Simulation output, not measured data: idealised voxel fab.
process module | voxel fin reveal
cross-section cut | 255 nm wide | cells 5 nm
A cross-section is a grid of square cells, given in bands from the top down. A band is one or more rows of cells.
Each band's line starts with the height of the band's top and of its bottom, in nm. Then come its materials from left to right, each with its width in nm. One material with "throughout" fills the band from edge to edge. "air" is empty space.
Height 0 is the level under which the wafer as received is all one material. The lowest band goes on downwards, as in "0 down".
A width such as "30 to 40" changes by the same amount from each row of cells to the next, from the band's top row to its bottom row.
"no change" after a step means that no cell of the cross-section changed.
closed voids: empty space of 8 cells or more with no open way to the top, each as width x height at its distance from the left edge, in nm
after a step's settings: what the simulator itself notes on the step
overlay nm, on a step with a mask: how far to the right of its planned place the mask lay; to the left if negative
plan
1 op RECEIVE | material Si
2 op CONFORMAL_DEP | material SiN | thk nm 5
3 op DIRECTIONAL_DEP | material aC | thk nm 10
4 op PATTERN | tone cover | mask id FINS | material resist | width nm 15 | pitch nm 35 | thk nm 25 | overlay nm 0
5 op DIRECTIONAL_ETCH | etch materials aC | depth nm 10
6 op STRIP | etch materials resist
7 op DIRECTIONAL_ETCH | etch materials SiN | depth nm 5
8 op DIRECTIONAL_ETCH | etch materials Si | depth nm 30
9 op STRIP | etch materials aC
10 op FILL_DEP | material SiO2 | thk nm 15
11 op CMP | height nm 5
12 op SELECTIVE_ETCH | etch materials SiO2 | depth nm 15
13 op STRIP | etch materials SiN
14 op CONFORMAL_DEP | material HfO2 | thk nm 5
first wafer, as planned
as received, after step 1
  0 down: Si throughout
  closed voids: none
after step 2
  5 to 0: SiN throughout
  below 0: unchanged
after step 3
  15 to 5: aC throughout
  below 5: unchanged
after step 4
  40 to 15: air 85 | resist 15 | air 20 | resist 15 | air 20 | resist 15 | air 85
  below 15: unchanged
after step 5
  30 to 15: air 85 | resist 15 | air 20 | resist 15 | air 20 | resist 15 | air 85
  15 to 5: air 85 | aC 15 | air 20 | aC 15 | air 20 | aC 15 | air 85
  below 5: unchanged
after step 6
  15 to 5: air 85 | aC 15 | air 20 | aC 15 | air 20 | aC 15 | air 85
  below 5: unchanged
after step 7
  15 to 5: air 85 | aC 15 | air 20 | aC 15 | air 20 | aC 15 | air 85
  5 to 0: air 85 | SiN 15 | air 20 | SiN 15 | air 20 | SiN 15 | air 85
  below 0: unchanged
after step 8
  15 to 5: air 85 | aC 15 | air 20 | aC 15 | air 20 | aC 15 | air 85
  5 to 0: air 85 | SiN 15 | air 20 | SiN 15 | air 20 | SiN 15 | air 85
  0 to -30: air 85 | Si 15 | air 20 | Si 15 | air 20 | Si 15 | air 85
  below -30: unchanged
after step 9
  5 to 0: air 85 | SiN 15 | air 20 | SiN 15 | air 20 | SiN 15 | air 85
  below 0: unchanged
after step 10
  20 to 5: SiO2 throughout
  5 to 0: SiO2 85 | SiN 15 | SiO2 20 | SiN 15 | SiO2 20 | SiN 15 | SiO2 85
  0 to -30: SiO2 85 | Si 15 | SiO2 20 | Si 15 | SiO2 20 | Si 15 | SiO2 85
  below -30: unchanged
after step 11
  5 to 0: SiO2 85 | SiN 15 | SiO2 20 | SiN 15 | SiO2 20 | SiN 15 | SiO2 85
  below 0: unchanged
after step 12
  5 to 0: air 85 | SiN 15 | air 20 | SiN 15 | air 20 | SiN 15 | air 85
  0 to -10: air 85 | Si 15 | air 20 | Si 15 | air 20 | Si 15 | air 85
  below -10: unchanged
after step 13
  0 to -10: air 85 | Si 15 | air 20 | Si 15 | air 20 | Si 15 | air 85
  below -10: unchanged
after step 14
  5 to 0: air 80 | HfO2 25 | air 10 | HfO2 25 | air 10 | HfO2 25 | air 80
  0 to -5: air 80 | HfO2 5 | Si 15 | HfO2 5 | air 10 | HfO2 5 | Si 15 | HfO2 5 | air 10 | HfO2 5 | Si 15 | HfO2 5 | air 80
  -5 to -10: HfO2 85 | Si 15 | HfO2 20 | Si 15 | HfO2 20 | Si 15 | HfO2 85
  below -10: unchanged
second wafer: like start, like plan, one mistake. Through step 11 it matches the first wafer
when step 12 should have ended
  5 to 0: air 85 | SiN 15 | air 20 | SiN 15 | air 20 | SiN 15 | air 85
  0 to -25: air 85 | Si 15 | air 20 | Si 15 | air 20 | Si 15 | air 85
  below -25: unchanged
when step 13 should have ended
  0 to -25: air 85 | Si 15 | air 20 | Si 15 | air 20 | Si 15 | air 85
  below -25: unchanged
when step 14 should have ended
  5 to 0: air 80 | HfO2 25 | air 10 | HfO2 25 | air 10 | HfO2 25 | air 80
  0 to -20: air 80 | HfO2 5 | Si 15 | HfO2 5 | air 10 | HfO2 5 | Si 15 | HfO2 5 | air 10 | HfO2 5 | Si 15 | HfO2 5 | air 80
  -20 to -25: HfO2 85 | Si 15 | HfO2 20 | Si 15 | HfO2 20 | Si 15 | HfO2 85
  below -25: unchanged
what went wrong: step 12 was run twice
at the end the second wafer has, in cells: 18 more of HfO2 | 126 fewer of SiO2
